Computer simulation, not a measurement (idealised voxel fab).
Process module, titled voxel quadruple lines
Section shown: cut. Width: 280 nm. Cell size: 5 nm, square.
A cross-section is a grid of square cells, given in bands from the top down. A band is one or more rows of cells. Per band: top height and bottom height in nm, followed by the left-to-right materials and their widths in nm; "edge to edge" marks a single material spanning edge to edge, "blank" marks empty space. Heights are expressed relative to 0, this being the level below which the as-received wafer comprises one material exclusively. The lowest band is unbounded in the downward direction and is denoted as in "0 -> down". Note: "30->40" means the width goes from the first number (top row of the band) to the second number (bottom row) in equal steps per row of cells. "left unchanged", as given for a step, is the statement that not any cell of the cross-section underwent a change during that step. "Voids, fully enclosed" - sealed voids, min. 8 cells, no opening to top; format: width x height at distance (distance from left edge; nm throughout). Step line, after settings: the simulator's comment on this step. overlay nm: how far to the right of its planned place the mask lay on this masked step (negative: to the left).

Steps in the process plan:
1. RECEIVE,material Si
2. CONFORMAL_DEP,material SiO2,thk nm 5
3. DIRECTIONAL_DEP,material W,thk nm 15
4. DIRECTIONAL_DEP,material polySi,thk nm 20
5. DIRECTIONAL_DEP,material aC,thk nm 20
6. PATTERN,tone cover,mask id MANDREL,material resist,width nm 25,thk nm 30,overlay nm 0
7. DIRECTIONAL_ETCH,etch materials aC,depth nm 20
8. STRIP,etch materials resist
9. CONFORMAL_DEP,material SiO2,thk nm 15
10. DIRECTIONAL_ETCH,etch materials SiO2,depth nm 15
11. STRIP,etch materials aC
12. DIRECTIONAL_ETCH,etch materials polySi,depth nm 20
13. STRIP,etch materials SiO2
14. CONFORMAL_DEP,material SiCN,thk nm 5
15. DIRECTIONAL_ETCH,etch materials SiCN,depth nm 5
16. STRIP,etch materials polySi
17. DIRECTIONAL_ETCH,etch materials W,depth nm 15
18. STRIP,etch materials SiCN

First wafer of two (run as planned):

Cross-sectional view of the wafer in its as-received condition, corresponding to the state after step 1:
- 0 -> down = Si edge to edge
- Voids, fully enclosed: none

Cross-section of the wafer subsequent to step 2:
- 5 -> 0 = SiO2 edge to edge
- below 0: unchanged

Cross-section of the wafer subsequent to step 3:
- 20 -> 5 = W edge to edge
- below 5: unchanged

Cross-section of the wafer subsequent to step 4:
- 40 -> 20 = polySi edge to edge
- below 20: unchanged

Cross-section of the wafer subsequent to step 5:
- 60 -> 40 = aC edge to edge
- below 40: unchanged

Cross-section of the wafer subsequent to step 6:
- 90 -> 60 = blank=125, resist=25, blank=130
- below 60: unchanged

Cross-section of the wafer subsequent to step 7:
- 70 -> 60 = blank=125, resist=25, blank=130
- 60 -> 40 = blank=125, aC=25, blank=130
- below 40: unchanged

Cross-section of the wafer subsequent to step 8:
- 60 -> 40 = blank=125, aC=25, blank=130
- below 40: unchanged

Cross-section of the wafer subsequent to step 9:
- 75 -> 60 = blank=110, SiO2=55, blank=115
- 60 -> 55 = blank=110, SiO2=15, aC=25, SiO2=15, blank=115
- 55 -> 40 = SiO2=125, aC=25, SiO2=130
- below 40: unchanged

Cross-section of the wafer subsequent to step 10:
- 60 -> 40 = blank=110, SiO2=15, aC=25, SiO2=15, blank=115
- below 40: unchanged

Cross-section of the wafer subsequent to step 11:
- 60 -> 40 = blank=110, SiO2=15, blank=25, SiO2=15, blank=115
- below 40: unchanged

Cross-section of the wafer subsequent to step 12:
- 60 -> 40 = blank=110, SiO2=15, blank=25, SiO2=15, blank=115
- 40 -> 20 = blank=110, polySi=15, blank=25, polySi=15, blank=115
- below 20: unchanged

Cross-section of the wafer subsequent to step 13:
- 40 -> 20 = blank=110, polySi=15, blank=25, polySi=15, blank=115
- below 20: unchanged

Cross-section of the wafer subsequent to step 14:
- 45 -> 40 = blank=105, SiCN=25, blank=15, SiCN=25, blank=110
- 40 -> 25 = blank=105, SiCN=5, polySi=15, SiCN=5, blank=15, SiCN=5, polySi=15, SiCN=5, blank=110
- 25 -> 20 = SiCN=110, polySi=15, SiCN=25, polySi=15, SiCN=115
- below 20: unchanged

Cross-section of the wafer subsequent to step 15:
- 40 -> 20 = blank=105, SiCN=5, polySi=15, SiCN=5, blank=15, SiCN=5, polySi=15, SiCN=5, blank=110
- below 20: unchanged

Cross-section of the wafer subsequent to step 16:
- 40 -> 20 = blank=105, SiCN=5, blank=15, SiCN=5, blank=15, SiCN=5, blank=15, SiCN=5, blank=110
- below 20: unchanged

Cross-section of the wafer subsequent to step 17:
- 40 -> 20 = blank=105, SiCN=5, blank=15, SiCN=5, blank=15, SiCN=5, blank=15, SiCN=5, blank=110
- 20 -> 5 = blank=105, W=5, blank=15, W=5, blank=15, W=5, blank=15, W=5, blank=110
- below 5: unchanged

Cross-section of the wafer subsequent to step 18:
- 20 -> 5 = blank=105, W=5, blank=15, W=5, blank=15, W=5, blank=15, W=5, blank=110
- below 5: unchanged

The remaining wafer, second of the two, started like the first and was run to the same plan, except that one mistake was made along the way; the two coincide through step 5, inclusive:

Cross-section, second wafer, at the end time the plan gives for step 6:
- 90 -> 60 = blank=130, resist=20, blank=130
- below 60: unchanged

Cross-section, second wafer, at the end time the plan gives for step 7:
- 70 -> 60 = blank=130, resist=20, blank=130
- 60 -> 40 = blank=130, aC=20, blank=130
- below 40: unchanged

Cross-section, second wafer, at the end time the plan gives for step 8:
- 60 -> 40 = blank=130, aC=20, blank=130
- below 40: unchanged

Cross-section, second wafer, at the end time the plan gives for step 9:
- 75 -> 60 = blank=115, SiO2=50, blank=115
- 60 -> 55 = blank=115, SiO2=15, aC=20, SiO2=15, blank=115
- 55 -> 40 = SiO2=130, aC=20, SiO2=130
- below 40: unchanged

Cross-section, second wafer, at the end time the plan gives for step 10:
- 60 -> 40 = blank=115, SiO2=15, aC=20, SiO2=15, blank=115
- below 40: unchanged

Cross-section, second wafer, at the end time the plan gives for step 11:
- 60 -> 40 = blank=115, SiO2=15, blank=20, SiO2=15, blank=115
- below 40: unchanged

Cross-section, second wafer, at the end time the plan gives for step 12:
- 60 -> 40 = blank=115, SiO2=15, blank=20, SiO2=15, blank=115
- 40 -> 20 = blank=115, polySi=15, blank=20, polySi=15, blank=115
- below 20: unchanged

Cross-section, second wafer, at the end time the plan gives for step 13:
- 40 -> 20 = blank=115, polySi=15, blank=20, polySi=15, blank=115
- below 20: unchanged

Cross-section, second wafer, at the end time the plan gives for step 14:
- 45 -> 40 = blank=110, SiCN=25, blank=10, SiCN=25, blank=110
- 40 -> 25 = blank=110, SiCN=5, polySi=15, SiCN=5, blank=10, SiCN=5, polySi=15, SiCN=5, blank=110
- 25 -> 20 = SiCN=115, polySi=15, SiCN=20, polySi=15, SiCN=115
- below 20: unchanged

Cross-section, second wafer, at the end time the plan gives for step 15:
- 40 -> 20 = blank=110, SiCN=5, polySi=15, SiCN=5, blank=10, SiCN=5, polySi=15, SiCN=5, blank=110
- below 20: unchanged

Cross-section, second wafer, at the end time the plan gives for step 16:
- 40 -> 20 = blank=110, SiCN=5, blank=15, SiCN=5, blank=10, SiCN=5, blank=15, SiCN=5, blank=110
- below 20: unchanged

Cross-section, second wafer, at the end time the plan gives for step 17:
- 40 -> 20 = blank=110, SiCN=5, blank=15, SiCN=5, blank=10, SiCN=5, blank=15, SiCN=5, blank=110
- 20 -> 5 = blank=110, W=5, blank=15, W=5, blank=10, W=5, blank=15, W=5, blank=110
- below 5: unchanged

Cross-section, second wafer, at the end time the plan gives for step 18:
- 20 -> 5 = blank=110, W=5, blank=15, W=5, blank=10, W=5, blank=15, W=5, blank=110
- below 5: unchanged
Run error: step 6 did not use the planned setting and instead ran as PATTERN,tone cover,mask id MANDREL,material resist,width nm 20,thk nm 30,overlay nm 0
Final wafers compared: equal cell tally per material, rearranged layout.
